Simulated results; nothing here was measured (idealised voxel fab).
Module name: voxel gate over fins (process module)
185 nm wide, 5 nm square cells: that's cross-section cut.
We lay out every cross-section as a grid of square cells and spell it out in bands from the top down, where one band means one or more rows of cells.
Heights first: top, then bottom, in nm. Then materials, left to right, each with a width in nm. "edge to edge" on a single material: fills the band edge to edge. "empty": empty space.
Below 0: as-received wafer, all one material; heights counted from there. Lowest band: no bottom, goes on down, written "0..down".
When a width is written as two numbers, as in "30..40", the first number is the width in the top row of cells of the band and the second is the width in its bottom row, and the width changes by the same amount from each row to the next.
"no alteration" -> step changed no cross-section cell.
Empty spaces counting at least 8 cells and having no open way to the top are listed in "Encapsulated voids". The notation width x height at distance is used for each, the distance being from the left edge and all three values in nm.
It should be noted that, on the line of a given step, the content following the step's settings is a remark produced by the simulator itself with respect to that step.
The line of a step may include "overlay nm". On a step with a mask, this value is how far to the right of its planned place the mask lay. A negative value means the mask lay to the left.
SO HERE'S THE LINEUP OF PROCESS STEPS WE PLANNED
1 RECEIVE [material Si]
2 CONFORMAL_DEP [material SiN] [thk nm 5]
3 DIRECTIONAL_DEP [material aC] [thk nm 10]
4 PATTERN [tone cover] [mask id FINS] [material resist] [width nm 15] [pitch nm 60] [thk nm 25] [overlay nm 0]
5 DIRECTIONAL_ETCH [etch materials aC] [depth nm 10]
6 STRIP [etch materials resist]
7 DIRECTIONAL_ETCH [etch materials SiN] [depth nm 5]
8 DIRECTIONAL_ETCH [etch materials Si] [depth nm 40]
9 STRIP [etch materials aC]
10 FILL_DEP [material SiO2] [thk nm 10]
11 CMP [height nm 5]
12 PATTERN [tone open] [mask id RAIL] [material resist] [width nm 15] [thk nm 20] [overlay nm 0]
13 DIRECTIONAL_ETCH [etch materials SiO2] [depth nm 40]
14 STRIP [etch materials resist]
15 CONFORMAL_DEP [material TiN] [thk nm 5]
16 FILL_DEP [material Ru] [thk nm 5]
17 CMP [height nm 5]
18 SELECTIVE_ETCH [etch materials W Ru TiN] [depth nm 30]
19 FILL_DEP [material SiO2] [thk nm 5]
20 CMP [height nm 5]
21 SELECTIVE_ETCH [etch materials SiO2] [depth nm 20]
22 STRIP [etch materials SiN]
23 CONFORMAL_DEP [material HfO2] [thk nm 5]
24 CONFORMAL_DEP [material TiN] [thk nm 5]
25 FILL_DEP [material W] [thk nm 15]
26 CMP [height nm 20]
27 CONFORMAL_DEP [material SiN] [thk nm 10]
AS RECEIVED (POST STEP 1): CROSS-SECTION
	0..down  Si edge to edge
	Encapsulated voids: none
A WAFER AT THE END: THIS START, THIS PLAN, ONE MISTAKE
	30..20  SiN edge to edge
	20..5  W edge to edge
	5..0  W (50) / TiN (25) / W (35) / TiN (25) / W (50)
	0..-10  W (50) / TiN (5) / Si (15) / TiN (5) / W (35) / TiN (5) / Si (15) / TiN (5) / W (50)
	-10..-15  TiN (55) / Si (15) / TiN (45) / Si (15) / TiN (55)
	-15..-25  SiO2 (55) / Si (15) / SiO2 (45) / Si (15) / SiO2 (55)
	-25..-30  SiO2 (55) / Si (15) / SiO2 (15) / TiN (5) / Ru (5) / TiN (5) / SiO2 (15) / Si (15) / SiO2 (55)
	-30..-35  SiO2 (55) / Si (15) / SiO2 (15) / TiN (15) / SiO2 (15) / Si (15) / SiO2 (55)
	-35..-40  SiO2 (55) / Si (15) / SiO2 (45) / Si (15) / SiO2 (55)
	-40..down  Si edge to edge
	Encapsulated voids: none
Misprocessing identified: heads up, step 23 of the plan was skipped and never actually ran
